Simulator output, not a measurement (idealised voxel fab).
voxel tone inversion: a process module
Pictured: cross-section cut, 230 nm wide, on a grid of 5 nm square cells.
A cross-section is written here as square cells arranged in a grid, and it is given in bands from the top down, each band taking up one or more rows of cells.
First you get the band's top height and its bottom height, in nm, and then the materials it's made of, left to right, with each width in nm. If you see a single material with "all across", that one covers the band edge to edge. "blank" is empty space.
Heights from 0 (as-received wafer is one material below). Bottom band endless downward, as "0 -> down".
When a width is written as two numbers, as in "30..40", the first number is the width in the top row of cells of the band and the second is the width in its bottom row, and the width changes by the same amount from each row to the next.
Key: "nothing different" - step with no changed cell in the cross-section.
Enclosed internal cavities: empty space of 8 cells or more with no open way to the top, each as width x height at its distance from the left edge, in nm
Anything after a step's settings on that line? It's the simulator's own note about the step.
overlay nm: mask offset rightward from planned place, masked step; negative means leftward offset.

Here's what the planned process steps look like:
1,RECEIVE [material Si]
2,CONFORMAL_DEP [material SiN] [thk nm 10]
3,DIRECTIONAL_DEP [material polySi] [thk nm 20]
4,PATTERN [tone cover] [mask id POSTS] [material resist] [width nm 15] [pitch nm 40] [thk nm 25] [overlay nm 0]
5,DIRECTIONAL_ETCH [etch materials polySi] [depth nm 20]
6,STRIP [etch materials resist]
7,FILL_DEP [material SiO2] [thk nm 5]
8,CMP [height nm 30]
9,STRIP [etch materials polySi]

first wafer, as planned:

Cross-section of the wafer upon arrival, representing the state reached after step 1:
    0 -> down  Si all across
    Enclosed internal cavities: none

Wafer section view after processing step 2:
    10 -> 0  SiN all across
    below 0: unchanged

Wafer section view after processing step 3:
    30 -> 10  polySi all across
    below 10: unchanged

Wafer section view after processing step 4:
    55 -> 30  65 of blank  15 of resist  25 of blank  15 of resist  25 of blank  15 of resist  70 of blank
    below 30: unchanged

Wafer section view after processing step 5:
    55 -> 30  65 of blank  15 of resist  25 of blank  15 of resist  25 of blank  15 of resist  70 of blank
    30 -> 10  65 of blank  15 of polySi  25 of blank  15 of polySi  25 of blank  15 of polySi  70 of blank
    below 10: unchanged

Wafer section view after processing step 6:
    30 -> 10  65 of blank  15 of polySi  25 of blank  15 of polySi  25 of blank  15 of polySi  70 of blank
    below 10: unchanged

Wafer section view after processing step 7:
    35 -> 30  SiO2 all across
    30 -> 10  65 of SiO2  15 of polySi  25 of SiO2  15 of polySi  25 of SiO2  15 of polySi  70 of SiO2
    below 10: unchanged

Wafer section view after processing step 8:
    30 -> 10  65 of SiO2  15 of polySi  25 of SiO2  15 of polySi  25 of SiO2  15 of polySi  70 of SiO2
    below 10: unchanged

Wafer section view after processing step 9:
    30 -> 10  65 of SiO2  15 of blank  25 of SiO2  15 of blank  25 of SiO2  15 of blank  70 of SiO2
    below 10: unchanged

Wafer two of two - same starting point, same process plan, one mistake in execution; matches wafer one up to and including step 3:

Second wafer profile in section, at the moment step 4 of the plan was meant to be complete:
    55 -> 30  60 of blank  15 of resist  25 of blank  15 of resist  25 of blank  15 of resist  75 of blank
    below 30: unchanged

Second wafer profile in section, at the moment step 5 of the plan was meant to be complete:
    55 -> 30  60 of blank  15 of resist  25 of blank  15 of resist  25 of blank  15 of resist  75 of blank
    30 -> 10  60 of blank  15 of polySi  25 of blank  15 of polySi  25 of blank  15 of polySi  75 of blank
    below 10: unchanged

Second wafer profile in section, at the moment step 6 of the plan was meant to be complete:
    30 -> 10  60 of blank  15 of polySi  25 of blank  15 of polySi  25 of blank  15 of polySi  75 of blank
    below 10: unchanged

Second wafer profile in section, at the moment step 7 of the plan was meant to be complete:
    35 -> 30  SiO2 all across
    30 -> 10  60 of SiO2  15 of polySi  25 of SiO2  15 of polySi  25 of SiO2  15 of polySi  75 of SiO2
    below 10: unchanged

Second wafer profile in section, at the moment step 8 of the plan was meant to be complete:
    30 -> 10  60 of SiO2  15 of polySi  25 of SiO2  15 of polySi  25 of SiO2  15 of polySi  75 of SiO2
    below 10: unchanged

Second wafer profile in section, at the moment step 9 of the plan was meant to be complete:
    30 -> 10  60 of SiO2  15 of blank  25 of SiO2  15 of blank  25 of SiO2  15 of blank  75 of SiO2
    below 10: unchanged
Which mistake was made when the wafer was run? for step 4, the planned setting was not used; the step was instead run as PATTERN [tone cover] [mask id POSTS] [material resist] [width nm 15] [pitch nm 40] [thk nm 25] [overlay nm -5]
Tallied in cells, the final second wafer holds each material in the same quantity as the first, although not at the same places.
